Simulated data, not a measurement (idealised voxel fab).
The document below concerns the process module designated voxel self aligned vias.
The figure presents cross-section cut, which has a width of 245 nm and is divided into square cells with an edge length of 5 nm.
We lay out every cross-section as a grid of square cells and spell it out in bands from the top down, where one band means one or more rows of cells. Within each band entry, the heights of the top and of the bottom of the band appear first, in that order and in nm; the materials of the band then follow from left to right, each with its corresponding width in nm. The designation "all across" on a single material indicates that it fills the band from edge to edge; the designation "blank" indicates empty space. Measure heights from 0. That's the level where, below it, the as-received wafer is all one material. The lowest band is bottomless and extends downward; write it as in "0..down". Width "30->40": first value at the band's top row of cells, second value at its bottom row, equal change from row to row. "remained the same", as given for a step, is the statement that not any cell of the cross-section underwent a change during that step. "Fully sealed cavities": empty spaces of 8 cells or more with no open way to the top, each given as width x height at distance, distance from the left edge, all in nm. Formally, on a step line, whatever follows the settings is a remark that the simulator itself makes on the step. Among the settings permitted on a step's line is "overlay nm"; applied to a step with a mask, it specifies the extent to which the mask lay to the right of its planned position, whereas a negative figure signifies a position to the left.
Below is the list of planned process steps
1 RECEIVE: material Si
2 CONFORMAL_DEP: material SiO2, thk nm 15
3 CONFORMAL_DEP: material SiCN, thk nm 5
4 DIRECTIONAL_DEP: material lowk, thk nm 25
5 DIRECTIONAL_DEP: material aC, thk nm 15
6 PATTERN: tone open, mask id LINES, material resist, width nm 20, pitch nm 70, thk nm 30, overlay nm 0
7 DIRECTIONAL_ETCH: etch materials aC, depth nm 15
8 STRIP: etch materials resist
9 DIRECTIONAL_ETCH: etch materials lowk, depth nm 25
10 STRIP: etch materials aC
11 CONFORMAL_DEP: material TiN, thk nm 5
12 FILL_DEP: material W, thk nm 10
13 CMP: height nm 45
14 SELECTIVE_ETCH: etch materials W Ru TiN, depth nm 10
15 FILL_DEP: material SiN, thk nm 5
16 CMP: height nm 45
17 DIRECTIONAL_DEP: material lowk, thk nm 20
18 DIRECTIONAL_DEP: material aC, thk nm 15
19 PATTERN: tone open, mask id VIAS, material resist, width nm 40, pitch nm 70, thk nm 35, overlay nm -15
20 DIRECTIONAL_ETCH: etch materials aC, depth nm 15
21 STRIP: etch materials resist
22 DIRECTIONAL_ETCH: etch materials lowk, depth nm 20
23 DIRECTIONAL_ETCH: etch materials SiN, depth nm 10
24 STRIP: etch materials aC
25 CONFORMAL_DEP: material TiN, thk nm 5
26 FILL_DEP: material Cu, thk nm 5
27 CMP: height nm 65
28 CONFORMAL_DEP: material SiCN, thk nm 5
Wafer-to-wafer difference: overlay nm, step 19. Common start. Plan = first wafer's value.
So this is the first of several wafers, cross-sectioned as it came to us, meaning it's at the end of step 1
	0..down = Si all across
	Fully sealed cavities: none
At the end of the module, after its last step, step 28, the first of several wafers appears in cross-section as follows
	70..65 = SiCN all across
	65..50 = lowk 15 | TiN 5 | Cu 30 | TiN 5 | lowk 30 | TiN 5 | Cu 30 | TiN 5 | lowk 30 | TiN 5 | Cu 30 | TiN 5 | lowk 50
	50..45 = lowk 15 | TiN 30 | Cu 5 | TiN 5 | lowk 30 | TiN 30 | Cu 5 | TiN 5 | lowk 30 | TiN 30 | Cu 5 | TiN 5 | lowk 50
	45..40 = lowk 40 | TiN 5 | Cu 5 | TiN 5 | SiN 5 | lowk 50 | TiN 5 | Cu 5 | TiN 5 | SiN 5 | lowk 50 | TiN 5 | Cu 5 | TiN 5 | SiN 5 | lowk 45
	40..35 = lowk 40 | TiN 15 | SiN 5 | lowk 50 | TiN 15 | SiN 5 | lowk 50 | TiN 15 | SiN 5 | lowk 45
	35..25 = lowk 40 | TiN 5 | W 10 | TiN 5 | lowk 50 | TiN 5 | W 10 | TiN 5 | lowk 50 | TiN 5 | W 10 | TiN 5 | lowk 45
	25..20 = lowk 40 | TiN 20 | lowk 50 | TiN 20 | lowk 50 | TiN 20 | lowk 45
	20..15 = SiCN all across
	15..0 = SiO2 all across
	0..down = Si all across
	Fully sealed cavities: none
Wafer cross-section (last wafer, module end)
	70..65 = SiCN all across
	65..50 = lowk 45 | TiN 5 | Cu 30 | TiN 5 | lowk 30 | TiN 5 | Cu 30 | TiN 5 | lowk 30 | TiN 5 | Cu 30 | TiN 5 | lowk 20
	50..45 = lowk 45 | TiN 5 | Cu 5 | TiN 30 | lowk 30 | TiN 5 | Cu 5 | TiN 30 | lowk 30 | TiN 5 | Cu 5 | TiN 30 | lowk 20
	45..40 = lowk 40 | SiN 5 | TiN 5 | Cu 5 | TiN 5 | lowk 50 | SiN 5 | TiN 5 | Cu 5 | TiN 5 | lowk 50 | SiN 5 | TiN 5 | Cu 5 | TiN 5 | lowk 45
	40..35 = lowk 40 | SiN 5 | TiN 15 | lowk 50 | SiN 5 | TiN 15 | lowk 50 | SiN 5 | TiN 15 | lowk 45
	35..25 = lowk 40 | TiN 5 | W 10 | TiN 5 | lowk 50 | TiN 5 | W 10 | TiN 5 | lowk 50 | TiN 5 | W 10 | TiN 5 | lowk 45
	25..20 = lowk 40 | TiN 20 | lowk 50 | TiN 20 | lowk 50 | TiN 20 | lowk 45
	20..15 = SiCN all across
	15..0 = SiO2 all across
	0..down = Si all across
	Fully sealed cavities: none
Wafer rows, end of module: cells per material gained (+) or lost (-) since receipt; closed voids last
overlay nm -15 | +60 Cu | +98 SiCN | +6 SiN | +147 SiO2 | +78 TiN | +12 W | +285 lowk | Fully sealed cavities: none
overlay nm -10 | +66 Cu | +98 SiCN | +147 SiO2 | +78 TiN | +12 W | +285 lowk | Fully sealed cavities: none
overlay nm -5 | +66 Cu | +98 SiCN | +147 SiO2 | +78 TiN | +12 W | +285 lowk | Fully sealed cavities: none
overlay nm 0 | +66 Cu | +98 SiCN | +147 SiO2 | +78 TiN | +12 W | +285 lowk | Fully sealed cavities: none
overlay nm 5 | +66 Cu | +98 SiCN | +147 SiO2 | +78 TiN | +12 W | +285 lowk | Fully sealed cavities: none
overlay nm 10 | +66 Cu | +98 SiCN | +147 SiO2 | +78 TiN | +12 W | +285 lowk | Fully sealed cavities: none
overlay nm 15 | +60 Cu | +98 SiCN | +6 SiN | +147 SiO2 | +78 TiN | +12 W | +285 lowk | Fully sealed cavities: none
